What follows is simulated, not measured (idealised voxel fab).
The process module that follows is named voxel self aligned vias.
The width of the displayed cross-section, cut, is 275 nm; its cells are square, with a size of 5 nm.
Just so we're on the same page, the cross-sections are grids of square cells, and they're listed out in bands top to bottom, each band one or more rows deep. Top, bottom (nm), then materials left to right with widths (nm); lone material tagged "all across" fills the whole band edge to edge; "empty" = empty space. All heights in this document are referenced to 0, defined as the level beneath which the wafer, as received, consists entirely of one material. The lowest band is not bounded below; it extends indefinitely downward and is written in the form "top 0, no bottom". Think of "30->40" as a width that walks from the first number to the second as you go down the band, top row to bottom row, taking equal-sized steps from row to row. The cross-section has no changed cell in any step marked "same as before". Empty spaces without an open route to the top, at least 8 cells in extent, make up the entry "Closed empty spaces"; each is given as width x height at distance, where the distance is measured from the left edge, and all are in nm. Read whatever lies past the settings on a step's line as the simulator's own remark about the step. overlay nm: for a step with a mask, the amount by which the mask lay right of where it was planned; a negative amount means left of it.
### Planned step list for the process
- 1: RECEIVE (material Si)
- 2: CONFORMAL_DEP (material SiO2; thk nm 15)
- 3: CONFORMAL_DEP (material SiCN; thk nm 5)
- 4: DIRECTIONAL_DEP (material SiO2; thk nm 30)
- 5: DIRECTIONAL_DEP (material aC; thk nm 15)
- 6: PATTERN (tone open; mask id LINES; material resist; width nm 20; pitch nm 65; thk nm 35; overlay nm 0)
- 7: DIRECTIONAL_ETCH (etch materials aC; depth nm 15)
- 8: STRIP (etch materials resist)
- 9: DIRECTIONAL_ETCH (etch materials SiO2; depth nm 30)
- 10: STRIP (etch materials aC)
- 11: CONFORMAL_DEP (material TiN; thk nm 5)
- 12: FILL_DEP (material W; thk nm 5)
- 13: CMP (height nm 50)
- 14: SELECTIVE_ETCH (etch materials W Ru TiN; depth nm 5)
- 15: FILL_DEP (material SiN; thk nm 10)
- 16: CMP (height nm 50)
- 17: DIRECTIONAL_DEP (material SiO2; thk nm 15)
- 18: DIRECTIONAL_DEP (material aC; thk nm 15)
- 19: PATTERN (tone open; mask id VIAS; material resist; width nm 40; pitch nm 130; thk nm 35; overlay nm 0)
- 20: DIRECTIONAL_ETCH (etch materials aC; depth nm 15)
- 21: STRIP (etch materials resist)
- 22: DIRECTIONAL_ETCH (etch materials SiO2; depth nm 15)
- 23: DIRECTIONAL_ETCH (etch materials SiN; depth nm 5)
- 24: STRIP (etch materials aC)
- 25: CONFORMAL_DEP (material TiN; thk nm 5)
- 26: FILL_DEP (material Cu; thk nm 5)
- 27: CMP (height nm 65)
- 28: CONFORMAL_DEP (material SiCN; thk nm 5)
### Here's what the wafer looked like in cross-section when it arrived - that's after step 1
* top 0, no bottom: Si all across
* Closed empty spaces: none
### Below is the wafer in cross-section after the module was completed. It began from the starting point shown above and followed the plan shown above, except that one mistake was made while running it
* top 70, bottom 65: SiCN all across
* top 65, bottom 55: Cu 45, then TiN 5, then SiO2 40, then TiN 5, then Cu 80, then TiN 5, then SiO2 40, then TiN 5, then Cu 50
* top 55, bottom 50: TiN 50, then SiO2 40, then TiN 40, then Cu 10, then TiN 40, then SiO2 40, then TiN 55
* top 50, bottom 45: SiO2 60, then SiN 20, then SiO2 45, then TiN 20, then SiO2 45, then SiN 20, then SiO2 65
* top 45, bottom 25: SiO2 60, then TiN 5, then W 10, then TiN 5, then SiO2 45, then TiN 5, then W 10, then TiN 5, then SiO2 45, then TiN 5, then W 10, then TiN 5, then SiO2 65
* top 25, bottom 20: SiO2 60, then TiN 20, then SiO2 45, then TiN 20, then SiO2 45, then TiN 20, then SiO2 65
* top 20, bottom 15: SiCN all across
* top 15, bottom 0: SiO2 all across
* top 0, no bottom: Si all across
* Closed empty spaces: none
Which mistake was made when the wafer was run? step 19 ran with different settings than intended, the actual operation and settings being PATTERN (tone cover; mask id VIAS; material resist; width nm 40; pitch nm 130; thk nm 35; overlay nm 0)
